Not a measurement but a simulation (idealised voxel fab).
Name of the process module below: voxel capacitor over wiring
Cross-section cut: width 195 nm, square cells of 5 nm.
This document writes a cross-section as a grid whose cells are square, and gives it as bands, listed from the top down; one or more rows of cells form a band.
Top, bottom (nm), then materials left to right with widths (nm); lone material tagged "throughout" fills the whole band edge to edge; "air" = empty space.
A quick word on heights: they are counted from 0, and under that level the wafer as it came to us is one material throughout. The lowest band is different from the rest in having no bottom; it simply continues downward, written as in "top 0, no bottom".
Read "30 to 40" as a graded width: first number on top, second number at the bottom, same change between each pair of neighbouring rows.
"nothing got changed" means the step left every cell of the cross-section as it was.
In the "Closed void table" entry, you get each enclosed empty space of 8 cells or more, one with no open way to the top, written width x height at distance, distance from the left edge, in nm.
That trailing text on a step's line, after the settings, is the simulator's own remark on the step.
When a step includes a mask, the "overlay nm" setting on its line states how far to the right of its planned place that mask lay, and negative values state how far to the left.

## Steps in the process plan
step 1: RECEIVE | material Si
step 2: CONFORMAL_DEP | material SiO2 | thk nm 15
step 3: CONFORMAL_DEP | material SiCN | thk nm 5
step 4: DIRECTIONAL_DEP | material lowk | thk nm 20
step 5: MASKED_ETCH | tone open | mask id METAL_1 | width nm 20 | pitch nm 80 | etch materials lowk | depth nm 20 | overlay nm 0
step 6: MASKED_ETCH | tone open | mask id METAL_1 | width nm 20 | pitch nm 80 | etch materials SiCN | depth nm 5 | overlay nm 0
step 7: CONFORMAL_DEP | material TiN | thk nm 5
step 8: FILL_DEP | material Cu | thk nm 5
step 9: CMP | height nm 40
step 10: CONFORMAL_DEP | material SiCN | thk nm 5
step 11: DIRECTIONAL_DEP | material lowk | thk nm 20
step 12: DIRECTIONAL_DEP | material aC | thk nm 10
step 13: PATTERN | tone open | mask id PLUG_1 | material resist | width nm 15 | thk nm 25 | overlay nm 0
step 14: DIRECTIONAL_ETCH | etch materials aC | depth nm 10
step 15: STRIP | etch materials resist
step 16: DIRECTIONAL_ETCH | etch materials lowk | depth nm 20
step 17: DIRECTIONAL_ETCH | etch materials SiCN | depth nm 5
step 18: STRIP | etch materials aC
step 19: CONFORMAL_DEP | material TiN | thk nm 5
step 20: FILL_DEP | material Ru | thk nm 10
step 21: CMP | height nm 65
step 22: DIRECTIONAL_DEP | material TiN | thk nm 5
step 23: DIRECTIONAL_DEP | material Al2O3 | thk nm 5
step 24: DIRECTIONAL_DEP | material TiN | thk nm 10
step 25: MASKED_ETCH | tone cover | mask id UPPER_PLATE | width nm 65 | etch materials TiN | depth nm 10 | overlay nm 0
step 26: MASKED_ETCH | tone cover | mask id UPPER_PLATE | width nm 65 | etch materials Al2O3 | depth nm 5 | overlay nm 0
step 27: MASKED_ETCH | tone cover | mask id LOWER_PLATE | width nm 75 | etch materials TiN | depth nm 5 | overlay nm 0
step 28: FILL_DEP | material SiO2 | thk nm 15
step 29: CMP | height nm 95
step 30: PATTERN | tone open | mask id PLUG_2 | material resist | width nm 15 | thk nm 15 | overlay nm 0
step 31: DIRECTIONAL_ETCH | etch materials SiO2 | depth nm 10
step 32: STRIP | etch materials resist
step 33: CONFORMAL_DEP | material TiN | thk nm 5
step 34: FILL_DEP | material W | thk nm 5
step 35: CMP | height nm 95
step 36: CONFORMAL_DEP | material SiCN | thk nm 5

## Wafer as received: cross-section following step 1
- top 0, no bottom  Si throughout
- Closed void table: none

## Post-module cross-section: identical start and plan to those above, one misstep in execution
- top 100, bottom 95  SiCN throughout
- top 95, bottom 90  SiO2 (60), TiN (5), W (5), TiN (5), SiO2 (120)
- top 90, bottom 85  SiO2 (60), TiN (15), SiO2 (120)
- top 85, bottom 75  SiO2 (50), TiN (65), SiO2 (80)
- top 75, bottom 70  SiO2 (50), Al2O3 (65), SiO2 (80)
- top 70, bottom 65  SiO2 (40), TiN (75), SiO2 (80)
- top 65, bottom 45  lowk (50), TiN (5), Ru (5), TiN (5), lowk (130)
- top 45, bottom 40  SiCN (50), TiN (15), SiCN (130)
- top 40, bottom 20  lowk (45), TiN (5), Cu (10), TiN (5), lowk (60), TiN (5), Cu (10), TiN (5), lowk (50)
- top 20, bottom 15  SiCN (45), TiN (20), SiCN (60), TiN (20), SiCN (50)
- top 15, bottom 0  SiO2 throughout
- top 0, no bottom  Si throughout
- Closed void table: none
Deviation noted in wafer processing: for step 27, the planned setting was not used; the step was instead run as MASKED_ETCH | tone cover | mask id LOWER_PLATE | width nm 75 | etch materials TiN | depth nm 5 | overlay nm -5
